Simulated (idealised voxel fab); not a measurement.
The following is a process module called voxel transistor to metal.
Cross-section cut: width 185 nm, square cells of 5 nm.
We lay out every cross-section as a grid of square cells and spell it out in bands from the top down, where one band means one or more rows of cells.
In this notation a band is specified by the heights of its top and bottom, in that order and in nm, after which its materials appear from left to right, each paired with its width in nm. The word "everywhere" attached to a single material means that material fills the band from edge to edge; the word "blank" stands for empty space.
It should be noted that heights are counted from 0, beneath which the wafer as supplied is of one material throughout, and that the lowest band possesses no lower boundary but continues downward, as written in "from 0 down".
Width "30->40": first value at the band's top row of cells, second value at its bottom row, equal change from row to row.
Take "all unchanged" at face value: in the step it is given for, the cross-section changed in none of its cells.
"Closed void list" specifies each empty space that is not open to the top and that occupies no fewer than 8 cells, using the form width x height at distance, the distance measured from the left edge and all three quantities in nm.
The remark found on a step's line after its settings is issued by the simulator itself and pertains to that step.
"overlay nm" on a masked step: distance the mask lay right of its planned place, negative for left.
Planned step list for the process
1. RECEIVE: material Si
2. CONFORMAL_DEP: material SiO2, thk nm 5
3. CONFORMAL_DEP: material SiN, thk nm 10
4. MASKED_ETCH: tone cover, mask id ACTIVE, width nm 100, etch materials SiN, depth nm 10, overlay nm 0
5. MASKED_ETCH: tone cover, mask id ACTIVE, width nm 100, etch materials SiO2, depth nm 5, overlay nm 0
6. MASKED_ETCH: tone cover, mask id ACTIVE, width nm 100, etch materials Si, depth nm 30, overlay nm 0
7. FILL_DEP: material SiO2, thk nm 15
8. CMP: height nm 15
9. SELECTIVE_ETCH: etch materials SiO2, depth nm 5
10. STRIP: etch materials SiN
11. SELECTIVE_ETCH: etch materials SiO2, depth nm 5
12. OXIDIZE: depth nm 5
13. DIRECTIONAL_DEP: material polySi, thk nm 30
14. DIRECTIONAL_DEP: material SiCN, thk nm 15
15. MASKED_ETCH: tone cover, mask id GATE, width nm 20, etch materials SiCN, depth nm 25, overlay nm 0
16. MASKED_ETCH: tone cover, mask id GATE, width nm 20, etch materials polySi, depth nm 40, overlay nm 0
17. CONFORMAL_DEP: material SiN, thk nm 10
18. DIRECTIONAL_ETCH: etch materials SiN, depth nm 10
19. DIRECTIONAL_ETCH: etch materials SiO2, depth nm 5
20. DIRECTIONAL_ETCH: etch materials Si, depth nm 5
21. EPI: material SiGe, thk nm 5
22. FILL_DEP: material SiO2, thk nm 10
23. CMP: height nm 45
24. DIRECTIONAL_DEP: material SiO2, thk nm 10
25. MASKED_ETCH: tone open, mask id CONTACT, width nm 20, pitch nm 70, etch materials SiO2, depth nm 60, overlay nm 0
26. CONFORMAL_DEP: material TiN, thk nm 5
27. FILL_DEP: material Ru, thk nm 10
28. CMP: height nm 55
29. CONFORMAL_DEP: material SiN, thk nm 5
30. DIRECTIONAL_DEP: material SiO2, thk nm 15
31. PATTERN: tone open, mask id METAL_1, material resist, width nm 20, pitch nm 70, thk nm 15, overlay nm 0
32. DIRECTIONAL_ETCH: etch materials SiO2, depth nm 15
33. DIRECTIONAL_ETCH: etch materials SiN, depth nm 5
34. STRIP: etch materials resist
35. CONFORMAL_DEP: material TiN, thk nm 5
36. FILL_DEP: material Cu, thk nm 10
37. CMP: height nm 75
38. CONFORMAL_DEP: material SiCN, thk nm 5
39. DIRECTIONAL_DEP: material lowk, thk nm 30
40. MASKED_ETCH: tone open, mask id METAL_2_HOLES, width nm 15, pitch nm 70, etch materials lowk, depth nm 30, overlay nm 0
41. MASKED_ETCH: tone open, mask id METAL_2, width nm 20, pitch nm 70, etch materials lowk, depth nm 15, overlay nm -15
42. MASKED_ETCH: tone open, mask id METAL_2, width nm 20, pitch nm 70, etch materials SiCN, depth nm 5, overlay nm 0
43. CONFORMAL_DEP: material TiN, thk nm 5
44. FILL_DEP: material Cu, thk nm 5
45. CMP: height nm 110
46. CONFORMAL_DEP: material SiN, thk nm 5
The plan's step 41 overlay nm is the first wafer's value; the wafers differ in this setting and start identical.
Cross-section, first of several wafers, as delivered after step 1
    from 0 down: Si everywhere
    Closed void list: none
Per-wafer rows below. For each material: cells gained (+) or lost (-) since the wafer was received, as of end of module. Then: closed voids
overlay nm -15, +36 Cu, +42 Ru, -132 Si, +43 SiCN, +14 SiGe, +106 SiN, +442 SiO2, +108 TiN, +168 lowk, +24 polySi, Closed void list: none
overlay nm -10, +32 Cu, +42 Ru, -132 Si, +43 SiCN, +14 SiGe, +106 SiN, +442 SiO2, +106 TiN, +174 lowk, +24 polySi, Closed void list: none
overlay nm -5, +28 Cu, +42 Ru, -132 Si, +43 SiCN, +14 SiGe, +106 SiN, +442 SiO2, +104 TiN, +180 lowk, +24 polySi, Closed void list: none
overlay nm 0, +28 Cu, +42 Ru, -132 Si, +43 SiCN, +14 SiGe, +106 SiN, +442 SiO2, +104 TiN, +180 lowk, +24 polySi, Closed void list: none
overlay nm 5, +32 Cu, +42 Ru, -132 Si, +43 SiCN, +14 SiGe, +106 SiN, +442 SiO2, +106 TiN, +174 lowk, +24 polySi, Closed void list: none
overlay nm 10, +36 Cu, +42 Ru, -132 Si, +43 SiCN, +14 SiGe, +106 SiN, +442 SiO2, +108 TiN, +168 lowk, +24 polySi, Closed void list: none
overlay nm 15, +40 Cu, +42 Ru, -132 Si, +43 SiCN, +14 SiGe, +106 SiN, +442 SiO2, +110 TiN, +162 lowk, +24 polySi, Closed void list: none
